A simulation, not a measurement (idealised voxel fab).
process module | voxel transistor to metal
cross-section cut | 295 nm wide | cells 5 nm
A cross-section is a grid of square cells, given in bands from the top down. A band is one or more rows of cells.
Each band's line starts with the height of the band's top and of its bottom, in nm. Then come its materials from left to right, each with its width in nm. One material with "throughout" fills the band from edge to edge. "air" is empty space.
Height 0 is the level under which the wafer as received is all one material. The lowest band goes on downwards, as in "0 down".
A width such as "30 to 40" changes by the same amount from each row of cells to the next, from the band's top row to its bottom row.
"no change" after a step means that no cell of the cross-section changed.
closed voids: empty space of 8 cells or more with no open way to the top, each as width x height at its distance from the left edge, in nm
after a step's settings: what the simulator itself notes on the step
overlay nm, on a step with a mask: how far to the right of its planned place the mask lay; to the left if negative
Each pair below shows a cross-section before one step and the cross-section after it, down to the lowest band that changed. The line under each pair gives the step between them, with its settings. The pairs can come from different runs of this module on the same starting wafer, so a pair continues from the pair above only where its "before" says so.
before
  55 to 40: SiO2 25 | TiN 5 | Ru 10 | TiN 5 | SiO2 60 | TiN 5 | Ru 10 | TiN 5 | SiO2 40 | TiN 5 | Ru 10 | TiN 5 | SiO2 60 | TiN 5 | Ru 10 | TiN 5 | SiO2 30
  40 to 30: SiO2 25 | TiN 5 | Ru 10 | TiN 5 | SiO2 5 | SiN 10 | SiO2 5 | SiCN 20 | SiO2 5 | SiN 10 | SiO2 5 | TiN 5 | Ru 10 | TiN 5 | SiO2 40 | TiN 5 | Ru 10 | TiN 5 | SiO2 5 | SiN 10 | SiO2 5 | SiCN 20 | SiO2 5 | SiN 10 | SiO2 5 | TiN 5 | Ru 10 | TiN 5 | SiO2 30
  30 to 15: SiO2 25 | TiN 5 | Ru 10 | TiN 5 | SiO2 5 | SiN 10 | SiO2 5 | polySi 20 | SiO2 5 | SiN 10 | SiO2 5 | TiN 5 | Ru 10 | TiN 5 | SiO2 40 | TiN 5 | Ru 10 | TiN 5 | SiO2 5 | SiN 10 | SiO2 5 | polySi 20 | SiO2 5 | SiN 10 | SiO2 5 | TiN 5 | Ru 10 | TiN 5 | SiO2 30
  15 to 10: SiO2 25 | TiN 20 | SiO2 5 | SiN 10 | SiO2 5 | polySi 20 | SiO2 5 | SiN 10 | SiO2 5 | TiN 20 | SiO2 40 | TiN 20 | SiO2 5 | SiN 10 | SiO2 5 | polySi 20 | SiO2 5 | SiN 10 | SiO2 5 | TiN 20 | SiO2 30
  10 to 5: SiO2 25 | pSi 25 | SiN 10 | SiO2 5 | polySi 20 | SiO2 5 | SiN 10 | pSi 25 | SiO2 40 | pSi 25 | SiN 10 | SiO2 5 | polySi 20 | SiO2 5 | SiN 10 | pSi 25 | SiO2 30
  5 to 0: SiO2 20 | SiN 10 | pSi 20 | SiN 10 | SiO2 5 | polySi 20 | SiO2 5 | SiN 10 | pSi 20 | SiN 10 | SiO2 30 | SiN 10 | pSi 20 | SiN 10 | SiO2 5 | polySi 20 | SiO2 5 | SiN 10 | pSi 20 | SiN 10 | SiO2 25
  0 to -5: SiO2 30 | pSi 20 | SiO2 50 | pSi 20 | SiO2 50 | pSi 20 | SiO2 50 | pSi 20 | SiO2 35
  -5 to -20: SiO2 20 | Si 10 | pSi 20 | Si 50 | pSi 20 | Si 10 | SiO2 30 | Si 10 | pSi 20 | Si 50 | pSi 20 | Si 10 | SiO2 25
  -20 down: Si throughout
  closed voids: none
after
  75 to 55: SiO2 throughout
  below 55: unchanged
  closed voids: none
the step between: op DIRECTIONAL_DEP | material SiO2 | thk nm 20
before: the cross-section after the pair above
after
  80 to 75: SiCN throughout
  below 75: unchanged
  closed voids: none
the step between: op CONFORMAL_DEP | material SiCN | thk nm 5
before: the cross-section after the pair above
after
  90 to 80: aC throughout
  below 80: unchanged
  closed voids: none
the step between: op DIRECTIONAL_DEP | material aC | thk nm 10
before: the cross-section after the pair above
after
  120 to 90: resist 25 | air 20 | resist 60 | air 20 | resist 40 | air 20 | resist 60 | air 20 | resist 30
  below 90: unchanged
  closed voids: none
the step between: op PATTERN | tone open | mask id METAL_1 | material resist | width nm 20 | thk nm 30 | overlay nm 0
before: the cross-section after the pair above
after
  110 to 90: resist 25 | air 20 | resist 60 | air 20 | resist 40 | air 20 | resist 60 | air 20 | resist 30
  90 to 80: aC 25 | air 20 | aC 60 | air 20 | aC 40 | air 20 | aC 60 | air 20 | aC 30
  below 80: unchanged
  closed voids: none
the step between: op DIRECTIONAL_ETCH | etch materials aC | depth nm 10
before: the cross-section after the pair above
after
  90 to 80: aC 25 | air 20 | aC 60 | air 20 | aC 40 | air 20 | aC 60 | air 20 | aC 30
  below 80: unchanged
  closed voids: none
the step between: op STRIP | etch materials resist
before: the cross-section after the pair above
after
  90 to 80: aC 25 | air 20 | aC 60 | air 20 | aC 40 | air 20 | aC 60 | air 20 | aC 30
  80 to 75: SiCN 25 | air 20 | SiCN 60 | air 20 | SiCN 40 | air 20 | SiCN 60 | air 20 | SiCN 30
  below 75: unchanged
  closed voids: none
the step between: op DIRECTIONAL_ETCH | etch materials SiCN | depth nm 5
before: the cross-section after the pair above
after
  80 to 75: SiCN 25 | air 20 | SiCN 60 | air 20 | SiCN 40 | air 20 | SiCN 60 | air 20 | SiCN 30
  below 75: unchanged
  closed voids: none
the step between: op STRIP | etch materials aC
before: the cross-section after the pair above
after
  85 to 80: TiN 30 | air 10 | TiN 70 | air 10 | TiN 50 | air 10 | TiN 70 | air 10 | TiN 35
  80 to 75: SiCN 25 | TiN 20 | SiCN 60 | TiN 20 | SiCN 40 | TiN 20 | SiCN 60 | TiN 20 | SiCN 30
  below 75: unchanged
  closed voids: none
the step between: op CONFORMAL_DEP | material TiN | thk nm 5
before: the cross-section after the pair above
after
  90 to 85: Cu throughout
  85 to 80: TiN 30 | Cu 10 | TiN 70 | Cu 10 | TiN 50 | Cu 10 | TiN 70 | Cu 10 | TiN 35
  below 80: unchanged
  closed voids: none
the step between: op FILL_DEP | material Cu | thk nm 5
before: the cross-section after the pair above
after
  80 to 75: SiCN 25 | TiN 20 | SiCN 60 | TiN 20 | SiCN 40 | TiN 20 | SiCN 60 | TiN 20 | SiCN 30
  below 75: unchanged
  closed voids: none
the step between: op CMP | height nm 80
before: the cross-section after the pair above
after
  85 to 80: SiCN throughout
  below 80: unchanged
  closed voids: none
the step between: op CONFORMAL_DEP | material SiCN | thk nm 5
before
  65 to 60: Ru throughout
  60 to 55: TiN 30 | Ru 10 | TiN 70 | Ru 10 | TiN 50 | Ru 10 | TiN 70 | Ru 10 | TiN 35
  55 to 40: SiO2 25 | TiN 5 | Ru 10 | TiN 5 | SiO2 60 | TiN 5 | Ru 10 | TiN 5 | SiO2 40 | TiN 5 | Ru 10 | TiN 5 | SiO2 60 | TiN 5 | Ru 10 | TiN 5 | SiO2 30
  40 to 30: SiO2 25 | TiN 5 | Ru 10 | TiN 5 | SiO2 5 | SiN 10 | SiO2 5 | SiCN 20 | SiO2 5 | SiN 10 | SiO2 5 | TiN 5 | Ru 10 | TiN 5 | SiO2 40 | TiN 5 | Ru 10 | TiN 5 | SiO2 5 | SiN 10 | SiO2 5 | SiCN 20 | SiO2 5 | SiN 10 | SiO2 5 | TiN 5 | Ru 10 | TiN 5 | SiO2 30
  30 to 15: SiO2 25 | TiN 5 | Ru 10 | TiN 5 | SiO2 5 | SiN 10 | SiO2 5 | polySi 20 | SiO2 5 | SiN 10 | SiO2 5 | TiN 5 | Ru 10 | TiN 5 | SiO2 40 | TiN 5 | Ru 10 | TiN 5 | SiO2 5 | SiN 10 | SiO2 5 | polySi 20 | SiO2 5 | SiN 10 | SiO2 5 | TiN 5 | Ru 10 | TiN 5 | SiO2 30
  15 to 10: SiO2 25 | TiN 20 | SiO2 5 | SiN 10 | SiO2 5 | polySi 20 | SiO2 5 | SiN 10 | SiO2 5 | TiN 20 | SiO2 40 | TiN 20 | SiO2 5 | SiN 10 | SiO2 5 | polySi 20 | SiO2 5 | SiN 10 | SiO2 5 | TiN 20 | SiO2 30
  10 to 5: SiO2 25 | pSi 25 | SiN 10 | SiO2 5 | polySi 20 | SiO2 5 | SiN 10 | pSi 25 | SiO2 40 | pSi 25 | SiN 10 | SiO2 5 | polySi 20 | SiO2 5 | SiN 10 | pSi 25 | SiO2 30
  5 to 0: SiO2 20 | SiN 10 | pSi 20 | SiN 10 | SiO2 5 | polySi 20 | SiO2 5 | SiN 10 | pSi 20 | SiN 10 | SiO2 30 | SiN 10 | pSi 20 | SiN 10 | SiO2 5 | polySi 20 | SiO2 5 | SiN 10 | pSi 20 | SiN 10 | SiO2 25
  0 to -5: SiO2 30 | pSi 20 | SiO2 50 | pSi 20 | SiO2 50 | pSi 20 | SiO2 50 | pSi 20 | SiO2 35
  -5 to -20: SiO2 20 | Si 10 | pSi 20 | Si 50 | pSi 20 | Si 10 | SiO2 30 | Si 10 | pSi 20 | Si 50 | pSi 20 | Si 10 | SiO2 25
  -20 down: Si throughout
  closed voids: none
after
  50 to 40: SiO2 25 | TiN 5 | Ru 10 | TiN 5 | SiO2 60 | TiN 5 | Ru 10 | TiN 5 | SiO2 40 | TiN 5 | Ru 10 | TiN 5 | SiO2 60 | TiN 5 | Ru 10 | TiN 5 | SiO2 30
  below 40: unchanged
  closed voids: none
the step between: op CMP | height nm 50
before: the cross-section after the pair above
after
  55 to 50: SiCN throughout
  below 50: unchanged
  closed voids: none
the step between: op CONFORMAL_DEP | material SiCN | thk nm 5
before: the cross-section after the pair above
after
  75 to 55: SiO2 throughout
  below 55: unchanged
  closed voids: none
the step between: op DIRECTIONAL_DEP | material SiO2 | thk nm 20
before: the cross-section after the pair above
after
  85 to 75: aC throughout
  below 75: unchanged
  closed voids: none
the step between: op DIRECTIONAL_DEP | material aC | thk nm 10
before: the cross-section after the pair above
after
  115 to 85: resist 25 | air 20 | resist 60 | air 20 | resist 40 | air 20 | resist 60 | air 20 | resist 30
  below 85: unchanged
  closed voids: none
the step between: op PATTERN | tone open | mask id METAL_1 | material resist | width nm 20 | thk nm 30 | overlay nm 0
before: the cross-section after the pair above
after
  105 to 85: resist 25 | air 20 | resist 60 | air 20 | resist 40 | air 20 | resist 60 | air 20 | resist 30
  85 to 75: aC 25 | air 20 | aC 60 | air 20 | aC 40 | air 20 | aC 60 | air 20 | aC 30
  below 75: unchanged
  closed voids: none
the step between: op DIRECTIONAL_ETCH | etch materials aC | depth nm 10
before: the cross-section after the pair above
after
  85 to 75: aC 25 | air 20 | aC 60 | air 20 | aC 40 | air 20 | aC 60 | air 20 | aC 30
  below 75: unchanged
  closed voids: none
the step between: op STRIP | etch materials resist
before: the cross-section after the pair above
after
  85 to 75: aC 25 | air 20 | aC 60 | air 20 | aC 40 | air 20 | aC 60 | air 20 | aC 30
  75 to 55: SiO2 25 | air 20 | SiO2 60 | air 20 | SiO2 40 | air 20 | SiO2 60 | air 20 | SiO2 30
  below 55: unchanged
  closed voids: none
the step between: op DIRECTIONAL_ETCH | etch materials SiO2 | depth nm 20
before: the cross-section after the pair above
after
  85 to 75: aC 25 | air 20 | aC 60 | air 20 | aC 40 | air 20 | aC 60 | air 20 | aC 30
  75 to 55: SiO2 25 | air 20 | SiO2 60 | air 20 | SiO2 40 | air 20 | SiO2 60 | air 20 | SiO2 30
  55 to 50: SiCN 25 | air 20 | SiCN 60 | air 20 | SiCN 40 | air 20 | SiCN 60 | air 20 | SiCN 30
  below 50: unchanged
  closed voids: none
the step between: op DIRECTIONAL_ETCH | etch materials SiCN | depth nm 5
before: the cross-section after the pair above
after
  75 to 55: SiO2 25 | air 20 | SiO2 60 | air 20 | SiO2 40 | air 20 | SiO2 60 | air 20 | SiO2 30
  below 55: unchanged
  closed voids: none
the step between: op STRIP | etch materials aC
before: the cross-section after the pair above
after
  80 to 75: TiN 30 | air 10 | TiN 70 | air 10 | TiN 50 | air 10 | TiN 70 | air 10 | TiN 35
  75 to 55: SiO2 25 | TiN 5 | air 10 | TiN 5 | SiO2 60 | TiN 5 | air 10 | TiN 5 | SiO2 40 | TiN 5 | air 10 | TiN 5 | SiO2 60 | TiN 5 | air 10 | TiN 5 | SiO2 30
  55 to 50: SiCN 25 | TiN 20 | SiCN 60 | TiN 20 | SiCN 40 | TiN 20 | SiCN 60 | TiN 20 | SiCN 30
  below 50: unchanged
  closed voids: none
the step between: op CONFORMAL_DEP | material TiN | thk nm 5
before: the cross-section after the pair above
after
  85 to 80: Cu throughout
  80 to 75: TiN 30 | Cu 10 | TiN 70 | Cu 10 | TiN 50 | Cu 10 | TiN 70 | Cu 10 | TiN 35
  75 to 55: SiO2 25 | TiN 5 | Cu 10 | TiN 5 | SiO2 60 | TiN 5 | Cu 10 | TiN 5 | SiO2 40 | TiN 5 | Cu 10 | TiN 5 | SiO2 60 | TiN 5 | Cu 10 | TiN 5 | SiO2 30
  below 55: unchanged
  closed voids: none
the step between: op FILL_DEP | material Cu | thk nm 5
before: the cross-section after the pair above
after
  80 to 75: TiN 30 | Cu 10 | TiN 70 | Cu 10 | TiN 50 | Cu 10 | TiN 70 | Cu 10 | TiN 35
  below 75: unchanged
  closed voids: none
the step between: op CMP | height nm 80
before: the cross-section after the pair above
after
  85 to 80: SiCN throughout
  below 80: unchanged
  closed voids: none
the step between: op CONFORMAL_DEP | material SiCN | thk nm 5
before
  55 to 40: SiO2 throughout
  40 to 30: SiO2 50 | SiN 10 | SiO2 5 | SiCN 20 | SiO2 5 | SiN 10 | SiO2 90 | SiN 10 | SiO2 5 | SiCN 20 | SiO2 5 | SiN 10 | SiO2 55
  30 to 10: SiO2 50 | SiN 10 | SiO2 5 | polySi 20 | SiO2 5 | SiN 10 | SiO2 90 | SiN 10 | SiO2 5 | polySi 20 | SiO2 5 | SiN 10 | SiO2 55
  10 to 5: SiO2 25 | pSi 25 | SiN 10 | SiO2 5 | polySi 20 | SiO2 5 | SiN 10 | pSi 25 | SiO2 40 | pSi 25 | SiN 10 | SiO2 5 | polySi 20 | SiO2 5 | SiN 10 | pSi 25 | SiO2 30
  5 to 0: SiO2 20 | SiN 10 | pSi 20 | SiN 10 | SiO2 5 | polySi 20 | SiO2 5 | SiN 10 | pSi 20 | SiN 10 | SiO2 30 | SiN 10 | pSi 20 | SiN 10 | SiO2 5 | polySi 20 | SiO2 5 | SiN 10 | pSi 20 | SiN 10 | SiO2 25
  0 to -5: SiO2 30 | pSi 20 | SiO2 50 | pSi 20 | SiO2 50 | pSi 20 | SiO2 50 | pSi 20 | SiO2 35
  -5 to -20: SiO2 20 | Si 10 | pSi 20 | Si 50 | pSi 20 | Si 10 | SiO2 30 | Si 10 | pSi 20 | Si 50 | pSi 20 | Si 10 | SiO2 25
  -20 down: Si throughout
  closed voids: none
after
  75 to 55: resist 20 | air 30 | resist 50 | air 30 | resist 30 | air 30 | resist 50 | air 30 | resist 25
  below 55: unchanged
  closed voids: none
the step between: op PATTERN | tone open | mask id CONTACT | material resist | width nm 30 | thk nm 20 | overlay nm 0
before: the cross-section after the pair above
after
  75 to 55: resist 20 | air 30 | resist 50 | air 30 | resist 30 | air 30 | resist 50 | air 30 | resist 25
  55 to 40: SiO2 20 | air 30 | SiO2 50 | air 30 | SiO2 30 | air 30 | SiO2 50 | air 30 | SiO2 25
  40 to 30: SiO2 20 | air 30 | SiN 10 | SiO2 5 | SiCN 20 | SiO2 5 | SiN 10 | air 30 | SiO2 30 | air 30 | SiN 10 | SiO2 5 | SiCN 20 | SiO2 5 | SiN 10 | air 30 | SiO2 25
  30 to 10: SiO2 20 | air 30 | SiN 10 | SiO2 5 | polySi 20 | SiO2 5 | SiN 10 | air 30 | SiO2 30 | air 30 | SiN 10 | SiO2 5 | polySi 20 | SiO2 5 | SiN 10 | air 30 | SiO2 25
  below 10: unchanged
  closed voids: none
the step between: op DIRECTIONAL_ETCH | etch materials SiO2 | depth nm 45
before: the cross-section after the pair above
after
  55 to 40: SiO2 20 | air 30 | SiO2 50 | air 30 | SiO2 30 | air 30 | SiO2 50 | air 30 | SiO2 25
  below 40: unchanged
  closed voids: none
the step between: op STRIP | etch materials resist
before: the cross-section after the pair above
after
  60 to 55: TiN 25 | air 20 | TiN 60 | air 20 | TiN 40 | air 20 | TiN 60 | air 20 | TiN 30
  55 to 40: SiO2 20 | TiN 5 | air 20 | TiN 5 | SiO2 50 | TiN 5 | air 20 | TiN 5 | SiO2 30 | TiN 5 | air 20 | TiN 5 | SiO2 50 | TiN 5 | air 20 | TiN 5 | SiO2 25
  40 to 30: SiO2 20 | TiN 5 | air 20 | TiN 5 | SiN 10 | SiO2 5 | SiCN 20 | SiO2 5 | SiN 10 | TiN 5 | air 20 | TiN 5 | SiO2 30 | TiN 5 | air 20 | TiN 5 | SiN 10 | SiO2 5 | SiCN 20 | SiO2 5 | SiN 10 | TiN 5 | air 20 | TiN 5 | SiO2 25
  30 to 15: SiO2 20 | TiN 5 | air 20 | TiN 5 | SiN 10 | SiO2 5 | polySi 20 | SiO2 5 | SiN 10 | TiN 5 | air 20 | TiN 5 | SiO2 30 | TiN 5 | air 20 | TiN 5 | SiN 10 | SiO2 5 | polySi 20 | SiO2 5 | SiN 10 | TiN 5 | air 20 | TiN 5 | SiO2 25
  15 to 10: SiO2 20 | TiN 30 | SiN 10 | SiO2 5 | polySi 20 | SiO2 5 | SiN 10 | TiN 30 | SiO2 30 | TiN 30 | SiN 10 | SiO2 5 | polySi 20 | SiO2 5 | SiN 10 | TiN 30 | SiO2 25
  below 10: unchanged
  closed voids: none
the step between: op CONFORMAL_DEP | material TiN | thk nm 5
before: the cross-section after the pair above
after
  65 to 60: Ru throughout
  60 to 55: TiN 25 | Ru 20 | TiN 60 | Ru 20 | TiN 40 | Ru 20 | TiN 60 | Ru 20 | TiN 30
  55 to 40: SiO2 20 | TiN 5 | Ru 20 | TiN 5 | SiO2 50 | TiN 5 | Ru 20 | TiN 5 | SiO2 30 | TiN 5 | Ru 20 | TiN 5 | SiO2 50 | TiN 5 | Ru 20 | TiN 5 | SiO2 25
  40 to 30: SiO2 20 | TiN 5 | Ru 20 | TiN 5 | SiN 10 | SiO2 5 | SiCN 20 | SiO2 5 | SiN 10 | TiN 5 | Ru 20 | TiN 5 | SiO2 30 | TiN 5 | Ru 20 | TiN 5 | SiN 10 | SiO2 5 | SiCN 20 | SiO2 5 | SiN 10 | TiN 5 | Ru 20 | TiN 5 | SiO2 25
  30 to 15: SiO2 20 | TiN 5 | Ru 20 | TiN 5 | SiN 10 | SiO2 5 | polySi 20 | SiO2 5 | SiN 10 | TiN 5 | Ru 20 | TiN 5 | SiO2 30 | TiN 5 | Ru 20 | TiN 5 | SiN 10 | SiO2 5 | polySi 20 | SiO2 5 | SiN 10 | TiN 5 | Ru 20 | TiN 5 | SiO2 25
  below 15: unchanged
  closed voids: none
the step between: op FILL_DEP | material Ru | thk nm 5
before: the cross-section after the pair above
after
  55 to 40: SiO2 20 | TiN 5 | Ru 20 | TiN 5 | SiO2 50 | TiN 5 | Ru 20 | TiN 5 | SiO2 30 | TiN 5 | Ru 20 | TiN 5 | SiO2 50 | TiN 5 | Ru 20 | TiN 5 | SiO2 25
  below 40: unchanged
  closed voids: none
the step between: op CMP | height nm 55
before: the cross-section after the pair above
after
  60 to 55: SiCN throughout
  below 55: unchanged
  closed voids: none
the step between: op CONFORMAL_DEP | material SiCN | thk nm 5
before: the cross-section after the pair above
after
  80 to 60: SiO2 throughout
  below 60: unchanged
  closed voids: none
the step between: op DIRECTIONAL_DEP | material SiO2 | thk nm 20
before: the cross-section after the pair above
after
  90 to 80: aC throughout
  below 80: unchanged
  closed voids: none
the step between: op DIRECTIONAL_DEP | material aC | thk nm 10
before: the cross-section after the pair above
after
  120 to 90: resist 25 | air 20 | resist 60 | air 20 | resist 40 | air 20 | resist 60 | air 20 | resist 30
  below 90: unchanged
  closed voids: none
the step between: op PATTERN | tone open | mask id METAL_1 | material resist | width nm 20 | thk nm 30 | overlay nm 0
before: the cross-section after the pair above
after
  110 to 90: resist 25 | air 20 | resist 60 | air 20 | resist 40 | air 20 | resist 60 | air 20 | resist 30
  90 to 80: aC 25 | air 20 | aC 60 | air 20 | aC 40 | air 20 | aC 60 | air 20 | aC 30
  below 80: unchanged
  closed voids: none
the step between: op DIRECTIONAL_ETCH | etch materials aC | depth nm 10
before: the cross-section after the pair above
after
  90 to 80: aC 25 | air 20 | aC 60 | air 20 | aC 40 | air 20 | aC 60 | air 20 | aC 30
  below 80: unchanged
  closed voids: none
the step between: op STRIP | etch materials resist
before: the cross-section after the pair above
after
  90 to 80: aC 25 | air 20 | aC 60 | air 20 | aC 40 | air 20 | aC 60 | air 20 | aC 30
  80 to 60: SiO2 25 | air 20 | SiO2 60 | air 20 | SiO2 40 | air 20 | SiO2 60 | air 20 | SiO2 30
  below 60: unchanged
  closed voids: none
the step between: op DIRECTIONAL_ETCH | etch materials SiO2 | depth nm 20
before: the cross-section after the pair above
after
  90 to 80: aC 25 | air 20 | aC 60 | air 20 | aC 40 | air 20 | aC 60 | air 20 | aC 30
  80 to 60: SiO2 25 | air 20 | SiO2 60 | air 20 | SiO2 40 | air 20 | SiO2 60 | air 20 | SiO2 30
  60 to 55: SiCN 25 | air 20 | SiCN 60 | air 20 | SiCN 40 | air 20 | SiCN 60 | air 20 | SiCN 30
  below 55: unchanged
  closed voids: none
the step between: op DIRECTIONAL_ETCH | etch materials SiCN | depth nm 5
before: the cross-section after the pair above
after
  80 to 60: SiO2 25 | air 20 | SiO2 60 | air 20 | SiO2 40 | air 20 | SiO2 60 | air 20 | SiO2 30
  below 60: unchanged
  closed voids: none
the step between: op STRIP | etch materials aC
before: the cross-section after the pair above
after
  85 to 80: TiN 30 | air 10 | TiN 70 | air 10 | TiN 50 | air 10 | TiN 70 | air 10 | TiN 35
  80 to 60: SiO2 25 | TiN 5 | air 10 | TiN 5 | SiO2 60 | TiN 5 | air 10 | TiN 5 | SiO2 40 | TiN 5 | air 10 | TiN 5 | SiO2 60 | TiN 5 | air 10 | TiN 5 | SiO2 30
  60 to 55: SiCN 25 | TiN 20 | SiCN 60 | TiN 20 | SiCN 40 | TiN 20 | SiCN 60 | TiN 20 | SiCN 30
  below 55: unchanged
  closed voids: none
the step between: op CONFORMAL_DEP | material TiN | thk nm 5
before: the cross-section after the pair above
after
  90 to 85: Cu throughout
  85 to 80: TiN 30 | Cu 10 | TiN 70 | Cu 10 | TiN 50 | Cu 10 | TiN 70 | Cu 10 | TiN 35
  80 to 60: SiO2 25 | TiN 5 | Cu 10 | TiN 5 | SiO2 60 | TiN 5 | Cu 10 | TiN 5 | SiO2 40 | TiN 5 | Cu 10 | TiN 5 | SiO2 60 | TiN 5 | Cu 10 | TiN 5 | SiO2 30
  below 60: unchanged
  closed voids: none
the step between: op FILL_DEP | material Cu | thk nm 5
before: the cross-section after the pair above
after
  80 to 60: SiO2 25 | TiN 5 | Cu 10 | TiN 5 | SiO2 60 | TiN 5 | Cu 10 | TiN 5 | SiO2 40 | TiN 5 | Cu 10 | TiN 5 | SiO2 60 | TiN 5 | Cu 10 | TiN 5 | SiO2 30
  below 60: unchanged
  closed voids: none
the step between: op CMP | height nm 80
before: the cross-section after the pair above
after
  85 to 80: SiCN throughout
  below 80: unchanged
  closed voids: none
the step between: op CONFORMAL_DEP | material SiCN | thk nm 5
before
  15 to 5: SiN throughout
  5 to 0: SiO2 throughout
  0 down: Si throughout
  closed voids: none
after
  15 to 5: air 15 | SiN 110 | air 30 | SiN 110 | air 30
  below 5: unchanged
  closed voids: none
the step between: op MASKED_ETCH | tone cover | mask id ACTIVE | width nm 110 | pitch nm 140 | etch materials SiN | depth nm 10 | overlay nm -5
before: the cross-section after the pair above
after
  15 to 5: air 15 | SiN 110 | air 30 | SiN 110 | air 30
  5 to 0: air 15 | SiO2 115 | air 25 | SiO2 115 | air 25
  below 0: unchanged
  closed voids: none
the step between: op MASKED_ETCH | tone cover | mask id ACTIVE | width nm 110 | pitch nm 140 | etch materials SiO2 | depth nm 5 | overlay nm 0
before: the cross-section after the pair above
after
  15 to 5: air 15 | SiN 110 | air 30 | SiN 110 | air 30
  5 to 0: air 15 | SiO2 115 | air 25 | SiO2 115 | air 25
  0 to -20: air 15 | Si 115 | air 25 | Si 115 | air 25
  below -20: unchanged
  closed voids: none
the step between: op MASKED_ETCH | tone cover | mask id ACTIVE | width nm 110 | pitch nm 140 | etch materials Si | depth nm 20 | overlay nm 0
before: the cross-section after the pair above
after
  20 to 15: SiO2 throughout
  15 to 5: SiO2 15 | SiN 110 | SiO2 30 | SiN 110 | SiO2 30
  5 to 0: SiO2 throughout
  0 to -20: SiO2 15 | Si 115 | SiO2 25 | Si 115 | SiO2 25
  below -20: unchanged
  closed voids: none
the step between: op FILL_DEP | material SiO2 | thk nm 5
before: the cross-section after the pair above
after
  15 to 5: SiO2 15 | SiN 110 | SiO2 30 | SiN 110 | SiO2 30
  below 5: unchanged
  closed voids: none
the step between: op CMP | height nm 15
before: the cross-section after the pair above
after
  15 to 10: air 15 | SiN 110 | air 30 | SiN 110 | air 30
  below 10: unchanged
  closed voids: none
the step between: op SELECTIVE_ETCH | etch materials SiO2 | depth nm 5
before: the cross-section after the pair above
after
  10 to 5: SiO2 15 | air 110 | SiO2 30 | air 110 | SiO2 30
  below 5: unchanged
  closed voids: none
the step between: op STRIP | etch materials SiN
before: the cross-section after the pair above
after
  5 to 0: SiO2 10 | air 120 | SiO2 20 | air 120 | SiO2 25
  below 0: unchanged
  closed voids: none
the step between: op SELECTIVE_ETCH | etch materials SiO2 | depth nm 5
before: the cross-section after the pair above
after
  5 to 0: SiO2 10 | air 120 | SiO2 20 | air 120 | SiO2 25
  0 to -5: SiO2 throughout
  below -5: unchanged
  closed voids: none
the step between: op OXIDIZE | depth nm 5
before: the cross-section after the pair above
after
  35 to 30: polySi 10 | air 120 | polySi 20 | air 120 | polySi 25
  30 to 5: polySi throughout
  5 to 0: SiO2 10 | polySi 120 | SiO2 20 | polySi 120 | SiO2 25
  below 0: unchanged
  closed voids: none
the step between: op DIRECTIONAL_DEP | material polySi | thk nm 30
before: the cross-section after the pair above
after
  45 to 40: SiCN 10 | air 120 | SiCN 20 | air 120 | SiCN 25
  40 to 35: SiCN throughout
  35 to 30: polySi 10 | SiCN 120 | polySi 20 | SiCN 120 | polySi 25
  below 30: unchanged
  closed voids: none
the step between: op DIRECTIONAL_DEP | material SiCN | thk nm 10
before: the cross-section after the pair above
after
  40 to 35: air 65 | SiCN 20 | air 120 | SiCN 20 | air 70
  35 to 30: polySi 10 | air 55 | SiCN 20 | air 45 | polySi 20 | air 55 | SiCN 20 | air 45 | polySi 25
  below 30: unchanged
  closed voids: none
the step between: op MASKED_ETCH | tone cover | mask id GATE | width nm 20 | pitch nm 140 | etch materials SiCN | depth nm 20 | overlay nm 0
before: the cross-section after the pair above
after
  40 to 30: air 65 | SiCN 20 | air 120 | SiCN 20 | air 70
  30 to 5: air 65 | polySi 20 | air 120 | polySi 20 | air 70
  5 to 0: SiO2 10 | air 55 | polySi 20 | air 45 | SiO2 20 | air 55 | polySi 20 | air 45 | SiO2 25
  below 0: unchanged
  closed voids: none
the step between: op MASKED_ETCH | tone cover | mask id GATE | width nm 20 | pitch nm 140 | etch materials polySi | depth nm 40 | overlay nm 0
before: the cross-section after the pair above
after
  45 to 40: air 60 | SiO2 30 | air 110 | SiO2 30 | air 65
  40 to 30: air 60 | SiO2 5 | SiCN 20 | SiO2 5 | air 110 | SiO2 5 | SiCN 20 | SiO2 5 | air 65
  30 to 10: air 60 | SiO2 5 | polySi 20 | SiO2 5 | air 110 | SiO2 5 | polySi 20 | SiO2 5 | air 65
  10 to 5: SiO2 15 | air 45 | SiO2 5 | polySi 20 | SiO2 5 | air 35 | SiO2 30 | air 45 | SiO2 5 | polySi 20 | SiO2 5 | air 35 | SiO2 30
  5 to 0: SiO2 65 | polySi 20 | SiO2 120 | polySi 20 | SiO2 70
  below 0: unchanged
  closed voids: none
the step between: op CONFORMAL_DEP | material SiO2 | thk nm 5
before: the cross-section after the pair above
after
  40 to 30: air 60 | SiO2 5 | SiCN 20 | SiO2 5 | air 110 | SiO2 5 | SiCN 20 | SiO2 5 | air 65
  30 to 5: air 60 | SiO2 5 | polySi 20 | SiO2 5 | air 110 | SiO2 5 | polySi 20 | SiO2 5 | air 65
  5 to 0: SiO2 15 | air 45 | SiO2 5 | polySi 20 | SiO2 5 | air 35 | SiO2 30 | air 45 | SiO2 5 | polySi 20 | SiO2 5 | air 35 | SiO2 30
  below 0: unchanged
  closed voids: none
the step between: op DIRECTIONAL_ETCH | etch materials SiO2 | depth nm 5
before: the cross-section after the pair above
after
  50 to 40: air 50 | SiN 50 | air 90 | SiN 50 | air 55
  40 to 30: air 50 | SiN 10 | SiO2 5 | SiCN 20 | SiO2 5 | SiN 10 | air 90 | SiN 10 | SiO2 5 | SiCN 20 | SiO2 5 | SiN 10 | air 55
  30 to 15: air 50 | SiN 10 | SiO2 5 | polySi 20 | SiO2 5 | SiN 10 | air 90 | SiN 10 | SiO2 5 | polySi 20 | SiO2 5 | SiN 10 | air 55
  15 to 10: SiN 25 | air 25 | SiN 10 | SiO2 5 | polySi 20 | SiO2 5 | SiN 10 | air 15 | SiN 50 | air 25 | SiN 10 | SiO2 5 | polySi 20 | SiO2 5 | SiN 10 | air 15 | SiN 40
  10 to 5: SiN 60 | SiO2 5 | polySi 20 | SiO2 5 | SiN 110 | SiO2 5 | polySi 20 | SiO2 5 | SiN 65
  5 to 0: SiO2 15 | SiN 45 | SiO2 5 | polySi 20 | SiO2 5 | SiN 35 | SiO2 30 | SiN 45 | SiO2 5 | polySi 20 | SiO2 5 | SiN 35 | SiO2 30
  below 0: unchanged
  closed voids: none
the step between: op CONFORMAL_DEP | material SiN | thk nm 10
